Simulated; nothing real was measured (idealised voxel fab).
process module | voxel released beams
cross-section cut | 270 nm wide | cells 5 nm
A cross-section is a grid of square cells, given in bands from the top down. A band is one or more rows of cells.
Each band's line starts with the height of the band's top and of its bottom, in nm. Then come its materials from left to right, each with its width in nm. One material with "throughout" fills the band from edge to edge. "air" is empty space.
Height 0 is the level under which the wafer as received is all one material. The lowest band goes on downwards, as in "0 down".
A width such as "30 to 40" changes by the same amount from each row of cells to the next, from the band's top row to its bottom row.
"no change" after a step means that no cell of the cross-section changed.
closed voids: empty space of 8 cells or more with no open way to the top, each as width x height at its distance from the left edge, in nm
after a step's settings: what the simulator itself notes on the step
overlay nm, on a step with a mask: how far to the right of its planned place the mask lay; to the left if negative
plan
1 op RECEIVE | material Si
2 op CONFORMAL_DEP | material Al2O3 | thk nm 5
3 op DIRECTIONAL_DEP | material SiO2 | thk nm 15
4 op DIRECTIONAL_DEP | material aC | thk nm 10
5 op PATTERN | tone open | mask id ANCHOR | material resist | width nm 35 | thk nm 30 | overlay nm 0
6 op DIRECTIONAL_ETCH | etch materials aC | depth nm 10
7 op STRIP | etch materials resist
8 op DIRECTIONAL_ETCH | etch materials SiO2 | depth nm 15
9 op STRIP | etch materials aC
10 op CONFORMAL_DEP | material SiN | thk nm 10
11 op DIRECTIONAL_DEP | material aC | thk nm 10
12 op PATTERN | tone cover | mask id BEAM | material resist | width nm 105 | thk nm 25 | overlay nm -15
13 op DIRECTIONAL_ETCH | etch materials aC | depth nm 10
14 op STRIP | etch materials resist
15 op DIRECTIONAL_ETCH | etch materials SiN | depth nm 10
16 op STRIP | etch materials aC
17 op STRIP | etch materials SiO2
varied across the wafers: overlay nm of step 12. The plan shows the first wafer's value. All wafers start alike
first wafer as received, after step 1
  0 down: Si throughout
  closed voids: none
each wafer at the end: cells of each material gained (+) or lost (-) since it was received, then its closed voids
overlay nm -15 | +54 Al2O3 | +54 SiN | closed voids: none
overlay nm -10 | +54 Al2O3 | +54 SiN | closed voids: none
overlay nm -5 | +54 Al2O3 | +54 SiN | closed voids: none
overlay nm 0 | +54 Al2O3 | +54 SiN | closed voids: none
overlay nm 5 | +54 Al2O3 | +54 SiN | closed voids: none
overlay nm 10 | +54 Al2O3 | +54 SiN | closed voids: none
overlay nm 15 | +54 Al2O3 | +54 SiN | closed voids: none
